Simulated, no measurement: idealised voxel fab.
The document below concerns the process module designated voxel capacitor over wiring.
The cross-section shown here is cut; it is 285 nm wide and divided into square cells measuring 5 nm on a side.
In this document a cross-section is written as a grid of square cells. It is given as a series of bands, listed from the top down, and a band is one or more rows of cells. Top, bottom (nm), then materials left to right with widths (nm); lone material tagged "everywhere" fills the whole band edge to edge; "empty" = empty space. Convention: height 0 is the level below which the wafer, as received, is all one material. The lowest band does not terminate at the bottom but continues downward, represented as "0 and below". Per-row width for "30 to 40": begins at first number (top row of band), ends at second number (bottom row), increment between rows held constant. Key: "nothing altered" - step with no changed cell in the cross-section. Enclosed voids (no open way to top), threshold 8 cells or more, entry "Trapped cavities", notation width x height at distance, distance from left edge, nm. Step line, after settings: the simulator's comment on this step. The setting "overlay nm" may be written on the line of a step. When the step uses a mask, the value reports how far to the right of the planned place the mask lay, and a negative value reports that it lay to the left.

-- The planned process steps are enumerated hereunder
| 1 | RECEIVE,material Si |
| 2 | CONFORMAL_DEP,material SiO2,thk nm 10 |
| 3 | CONFORMAL_DEP,material SiN,thk nm 5 |
| 4 | DIRECTIONAL_DEP,material SiO2,thk nm 20 |
| 5 | MASKED_ETCH,tone open,mask id METAL_1,width nm 30,pitch nm 90,etch materials SiO2,depth nm 20,overlay nm 0 |
| 6 | MASKED_ETCH,tone open,mask id METAL_1,width nm 30,pitch nm 90,etch materials SiN,depth nm 5,overlay nm 0 |
| 7 | CONFORMAL_DEP,material TiN,thk nm 5 |
| 8 | FILL_DEP,material W,thk nm 5 |
| 9 | CMP,height nm 35 |
| 10 | CONFORMAL_DEP,material SiCN,thk nm 5 |
| 11 | DIRECTIONAL_DEP,material SiO2,thk nm 15 |
| 12 | PATTERN,tone open,mask id PLUG_1,material resist,width nm 15,thk nm 15,overlay nm 0 |
| 13 | DIRECTIONAL_ETCH,etch materials SiO2,depth nm 15 |
| 14 | DIRECTIONAL_ETCH,etch materials SiCN,depth nm 5 |
| 15 | STRIP,etch materials resist |
| 16 | EPI,material Ru,thk nm 10 |
| 17 | EPI,material Ru,thk nm 10 |
| 18 | DIRECTIONAL_DEP,material TiN,thk nm 10 |
| 19 | DIRECTIONAL_DEP,material SiN,thk nm 5 |
| 20 | DIRECTIONAL_DEP,material TiN,thk nm 5 |
| 21 | DIRECTIONAL_DEP,material aC,thk nm 15 |
| 22 | PATTERN,tone cover,mask id UPPER_PLATE,material resist,width nm 65,thk nm 30,overlay nm 0 |
| 23 | DIRECTIONAL_ETCH,etch materials aC,depth nm 15 |
| 24 | STRIP,etch materials resist |
| 25 | DIRECTIONAL_ETCH,etch materials TiN,depth nm 5 |
| 26 | DIRECTIONAL_ETCH,etch materials SiN,depth nm 5 |
| 27 | STRIP,etch materials aC |
| 28 | DIRECTIONAL_DEP,material aC,thk nm 15 |
| 29 | PATTERN,tone cover,mask id LOWER_PLATE,material resist,width nm 75,thk nm 35,overlay nm 0 |
| 30 | DIRECTIONAL_ETCH,etch materials aC,depth nm 15 |
| 31 | STRIP,etch materials resist |
| 32 | DIRECTIONAL_ETCH,etch materials TiN,depth nm 10 |
| 33 | STRIP,etch materials aC |
| 34 | FILL_DEP,material SiO2,thk nm 15 |
| 35 | CMP,height nm 85 |
| 36 | DIRECTIONAL_DEP,material aC,thk nm 15 |
| 37 | PATTERN,tone open,mask id PLUG_2,material resist,width nm 15,thk nm 35,overlay nm 0 |
| 38 | DIRECTIONAL_ETCH,etch materials aC,depth nm 15 |
| 39 | STRIP,etch materials resist |
| 40 | DIRECTIONAL_ETCH,etch materials SiO2,depth nm 10 |
| 41 | STRIP,etch materials aC |
| 42 | CONFORMAL_DEP,material TiN,thk nm 5 |
| 43 | FILL_DEP,material Ru,thk nm 5 |
| 44 | CMP,height nm 85 |
| 45 | CONFORMAL_DEP,material SiN,thk nm 5 |

-- Step 1 complete: cross-section of the wafer as received
> 0 and below  Si everywhere
> Trapped cavities: none

-- Here's the cross-section of the first of our two wafers at the end of the module - it ran as planned
> 90 down to 85  SiN everywhere
> 85 down to 80  SiO2 105 nm, TiN 5 nm, Ru 5 nm, TiN 5 nm, SiO2 165 nm
> 80 down to 70  SiO2 105 to 95 nm, TiN 15 to 65 nm, SiO2 165 to 125 nm
> 70 down to 65  SiO2 95 nm, SiN 65 nm, SiO2 125 nm
> 65 down to 55  SiO2 90 nm, TiN 75 nm, SiO2 120 nm
> 55 down to 40  SiO2 95 nm, Ru 15 nm, SiO2 175 nm
> 40 down to 35  SiCN 95 nm, Ru 15 nm, SiCN 175 nm
> 35 down to 15  SiO2 80 nm, TiN 5 nm, W 20 nm, TiN 5 nm, SiO2 60 nm, TiN 5 nm, W 20 nm, TiN 5 nm, SiO2 85 nm
> 15 down to 10  SiN 80 nm, TiN 30 nm, SiN 60 nm, TiN 30 nm, SiN 85 nm
> 10 down to 0  SiO2 everywhere
> 0 and below  Si everywhere
> Trapped cavities: none

-- End of module, second wafer, cross-section. Started like the first, planned like the first, run with one mistake
> 90 down to 85  SiN everywhere
> 85 down to 80  SiO2 105 nm, TiN 5 nm, Ru 5 nm, TiN 5 nm, SiO2 165 nm
> 80 down to 70  SiO2 105 to 95 nm, TiN 15 to 65 nm, SiO2 165 to 125 nm
> 70 down to 65  SiO2 95 nm, SiN 65 nm, SiO2 125 nm
> 65 down to 55  SiO2 90 nm, TiN 75 nm, SiO2 120 nm
> 55 down to 40  SiO2 95 nm, Ru 15 nm, SiO2 175 nm
> 40 down to 35  SiCN 95 nm, Ru 15 nm, SiCN 175 nm
> 35 down to 25  SiO2 80 nm, TiN 5 nm, W 20 nm, TiN 5 nm, SiO2 60 nm, TiN 5 nm, W 20 nm, TiN 5 nm, SiO2 85 nm
> 25 down to 20  SiN 80 nm, TiN 30 nm, SiN 60 nm, TiN 30 nm, SiN 85 nm
> 20 down to 10  SiN everywhere
> 10 down to 0  SiO2 everywhere
> 0 and below  Si everywhere
> Trapped cavities: none
Nonconformance to the process plan: step 3 ran as: CONFORMAL_DEP,material SiN,thk nm 15
End check, counted in cells, second wafer has more or fewer of these materials than the first: SiN: 114 more, SiO2: 90 fewer, TiN: 8 fewer, W: 16 fewer
